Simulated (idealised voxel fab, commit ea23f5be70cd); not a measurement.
process module | voxel transistor to metal
cross-section cut | 205 nm wide | cells 5 nm
A cross-section is a grid of square cells, given in bands from the top down. A band is one or more rows of cells.
Each band's line starts with the height of the band's top and of its bottom, in nm. Then come its materials from left to right, each with its width in nm. One material with "throughout" fills the band from edge to edge. "air" is empty space.
Height 0 is the level under which the wafer as received is all one material. The lowest band goes on downwards, as in "0 down".
A width such as "30 to 40" changes by the same amount from each row of cells to the next, from the band's top row to its bottom row.
"no change" after a step means that no cell of the cross-section changed.
closed voids: empty space of 8 cells or more with no open way to the top, each as width x height at its distance from the left edge, in nm
after a step's settings: what the simulator itself notes on the step
overlay nm, on a step with a mask: how far to the right of its planned place the mask lay; to the left if negative
plan
1 op RECEIVE | material Si
2 op CONFORMAL_DEP | material SiO2 | thk nm 5
3 op CONFORMAL_DEP | material SiN | thk nm 10
4 op MASKED_ETCH | tone cover | mask id ACTIVE | width nm 100 | etch materials SiN | depth nm 10 | overlay nm 0
5 op MASKED_ETCH | tone cover | mask id ACTIVE | width nm 110 | etch materials SiO2 | depth nm 5 | overlay nm 0
6 op MASKED_ETCH | tone cover | mask id ACTIVE | width nm 110 | etch materials Si | depth nm 25 | overlay nm 0
7 op FILL_DEP | material SiO2 | thk nm 15
8 op CMP | height nm 15
9 op SELECTIVE_ETCH | etch materials SiO2 | depth nm 5
10 op STRIP | etch materials SiN
11 op SELECTIVE_ETCH | etch materials SiO2 | depth nm 5
12 op OXIDIZE | depth nm 5
13 op DIRECTIONAL_DEP | material polySi | thk nm 20
14 op DIRECTIONAL_DEP | material SiCN | thk nm 10
15 op MASKED_ETCH | tone cover | mask id GATE | width nm 20 | etch materials SiCN | depth nm 20 | overlay nm 0
16 op MASKED_ETCH | tone cover | mask id GATE | width nm 20 | etch materials polySi | depth nm 30 | overlay nm 0
17 op CONFORMAL_DEP | material SiN | thk nm 10
18 op DIRECTIONAL_ETCH | etch materials SiN | depth nm 10
19 op DIRECTIONAL_ETCH | etch materials SiO2 | depth nm 5
20 op DIRECTIONAL_ETCH | etch materials Si | depth nm 5
21 op EPI | material SiGe | thk nm 5
22 op FILL_DEP | material SiO2 | thk nm 5
23 op CMP | height nm 30
24 op DIRECTIONAL_DEP | material SiO2 | thk nm 15
25 op PATTERN | tone open | mask id CONTACT | material resist | width nm 20 | pitch nm 80 | thk nm 15 | overlay nm 0
26 op DIRECTIONAL_ETCH | etch materials SiO2 | depth nm 50
27 op STRIP | etch materials resist
28 op CONFORMAL_DEP | material TiN | thk nm 5
29 op FILL_DEP | material W | thk nm 5
30 op CMP | height nm 45
31 op CONFORMAL_DEP | material SiCN | thk nm 5
32 op DIRECTIONAL_DEP | material lowk | thk nm 25
33 op MASKED_ETCH | tone open | mask id METAL_1 | width nm 20 | pitch nm 80 | etch materials lowk | depth nm 25 | overlay nm 0
34 op MASKED_ETCH | tone open | mask id METAL_1 | width nm 20 | pitch nm 80 | etch materials SiCN | depth nm 5 | overlay nm 0
35 op CONFORMAL_DEP | material TiN | thk nm 5
36 op FILL_DEP | material Cu | thk nm 10
37 op CMP | height nm 75
38 op CONFORMAL_DEP | material SiCN | thk nm 5
39 op DIRECTIONAL_DEP | material SiO2 | thk nm 30
40 op MASKED_ETCH | tone open | mask id METAL_2 | width nm 20 | pitch nm 80 | etch materials SiO2 | depth nm 15 | overlay nm 0
41 op MASKED_ETCH | tone open | mask id METAL_2_HOLES | width nm 15 | pitch nm 80 | etch materials SiO2 | depth nm 15 | overlay nm 0
42 op MASKED_ETCH | tone open | mask id METAL_2_HOLES | width nm 15 | pitch nm 80 | etch materials SiCN | depth nm 5 | overlay nm 0
43 op CONFORMAL_DEP | material TiN | thk nm 5
44 op FILL_DEP | material Cu | thk nm 10
45 op CMP | height nm 110
46 op CONFORMAL_DEP | material SiCN | thk nm 5
varied across the wafers: width nm of step 4. The plan shows the first wafer's value. All wafers start alike
first wafer as received, after step 1
  0 down: Si throughout
  closed voids: none
first wafer at the end, after step 46
  115 to 110: SiCN throughout
  110 to 100: SiO2 50 | TiN 5 | Cu 10 | TiN 5 | SiO2 60 | TiN 5 | Cu 10 | TiN 5 | SiO2 55
  100 to 95: SiO2 50 | TiN 5 | Cu 5 | TiN 10 | SiO2 60 | TiN 5 | Cu 5 | TiN 10 | SiO2 55
  95 to 80: SiO2 50 | TiN 5 | Cu 5 | TiN 5 | SiO2 65 | TiN 5 | Cu 5 | TiN 5 | SiO2 60
  80 to 75: SiCN 50 | TiN 15 | SiCN 65 | TiN 15 | SiCN 60
  75 to 50: lowk 50 | TiN 5 | Cu 10 | TiN 5 | lowk 60 | TiN 5 | Cu 10 | TiN 5 | lowk 55
  50 to 45: SiCN 50 | TiN 20 | SiCN 60 | TiN 20 | SiCN 55
  45 to 30: SiO2 50 | TiN 5 | W 10 | TiN 5 | SiO2 60 | TiN 5 | W 10 | TiN 5 | SiO2 55
  30 to 20: SiO2 50 | TiN 5 | W 10 | TiN 5 | SiO2 10 | SiN 10 | SiCN 20 | SiN 10 | SiO2 10 | TiN 5 | W 10 | TiN 5 | SiO2 55
  20 to 10: SiO2 50 | TiN 5 | W 10 | TiN 5 | SiO2 10 | SiN 10 | polySi 20 | SiN 10 | SiO2 10 | TiN 5 | W 10 | TiN 5 | SiO2 55
  10 to 5: SiO2 50 | TiN 10 | W 5 | TiN 5 | SiO2 10 | SiN 10 | polySi 20 | SiN 10 | SiO2 10 | TiN 5 | W 5 | TiN 10 | SiO2 55
  5 to 0: SiO2 45 | SiN 10 | TiN 15 | SiO2 10 | SiN 10 | polySi 20 | SiN 10 | SiO2 10 | TiN 15 | SiN 10 | SiO2 50
  0 to -5: SiO2 55 | SiGe 5 | TiN 10 | SiO2 5 | SiGe 5 | SiO2 40 | SiGe 5 | SiO2 5 | TiN 10 | SiGe 5 | SiO2 60
  -5 to -10: SiO2 45 | Si 10 | SiGe 25 | Si 40 | SiGe 25 | Si 10 | SiO2 50
  -10 to -25: SiO2 45 | Si 110 | SiO2 50
  -25 down: Si throughout
  closed voids: none
last wafer at the end
  115 to 110: SiCN throughout
  110 to 100: SiO2 50 | TiN 5 | Cu 10 | TiN 5 | SiO2 60 | TiN 5 | Cu 10 | TiN 5 | SiO2 55
  100 to 95: SiO2 50 | TiN 5 | Cu 5 | TiN 10 | SiO2 60 | TiN 5 | Cu 5 | TiN 10 | SiO2 55
  95 to 80: SiO2 50 | TiN 5 | Cu 5 | TiN 5 | SiO2 65 | TiN 5 | Cu 5 | TiN 5 | SiO2 60
  80 to 75: SiCN 50 | TiN 15 | SiCN 65 | TiN 15 | SiCN 60
  75 to 50: lowk 50 | TiN 5 | Cu 10 | TiN 5 | lowk 60 | TiN 5 | Cu 10 | TiN 5 | lowk 55
  50 to 45: SiCN 50 | TiN 20 | SiCN 60 | TiN 20 | SiCN 55
  45 to 30: SiO2 50 | TiN 5 | W 10 | TiN 5 | SiO2 60 | TiN 5 | W 10 | TiN 5 | SiO2 55
  30 to 20: SiO2 50 | TiN 5 | W 10 | TiN 5 | SiO2 10 | SiN 10 | SiCN 20 | SiN 10 | SiO2 10 | TiN 5 | W 10 | TiN 5 | SiO2 55
  20 to 5: SiO2 50 | TiN 5 | W 10 | TiN 5 | SiO2 10 | SiN 10 | polySi 20 | SiN 10 | SiO2 10 | TiN 5 | W 10 | TiN 5 | SiO2 55
  5 to 0: SiO2 35 | SiN 10 | SiO2 5 | TiN 5 | W 10 | TiN 5 | SiO2 10 | SiN 10 | polySi 20 | SiN 10 | SiO2 10 | TiN 5 | W 10 | TiN 5 | SiO2 10 | SiN 10 | SiO2 35
  0 to -5: SiO2 45 | SiGe 5 | TiN 20 | SiO2 5 | SiGe 5 | SiO2 40 | SiGe 5 | SiO2 5 | TiN 20 | SiO2 5 | SiGe 5 | SiO2 45
  -5 to -10: SiO2 40 | Si 5 | SiGe 35 | Si 40 | SiGe 40 | Si 5 | SiO2 40
  -10 to -25: SiO2 40 | Si 125 | SiO2 40
  -25 down: Si throughout
  closed voids: none
each wafer at the end: cells of each material gained (+) or lost (-) since it was received, then its closed voids
width nm 100 | +36 Cu | -127 Si | +117 SiCN | +14 SiGe | +28 SiN | +560 SiO2 | +104 TiN | +30 W | +165 lowk | +16 polySi | closed voids: none
width nm 105 | +36 Cu | -128 Si | +117 SiCN | +15 SiGe | +28 SiN | +558 SiO2 | +104 TiN | +32 W | +165 lowk | +16 polySi | closed voids: none
width nm 110 | +36 Cu | -129 Si | +117 SiCN | +16 SiGe | +28 SiN | +556 SiO2 | +104 TiN | +34 W | +165 lowk | +16 polySi | closed voids: none
width nm 115 | +36 Cu | -126 Si | +117 SiCN | +17 SiGe | +28 SiN | +551 SiO2 | +104 TiN | +35 W | +165 lowk | +16 polySi | closed voids: none
width nm 120 | +36 Cu | -123 Si | +117 SiCN | +18 SiGe | +28 SiN | +546 SiO2 | +104 TiN | +36 W | +165 lowk | +16 polySi | closed voids: none
width nm 125 | +36 Cu | -120 Si | +117 SiCN | +19 SiGe | +28 SiN | +542 SiO2 | +104 TiN | +36 W | +165 lowk | +16 polySi | closed voids: none
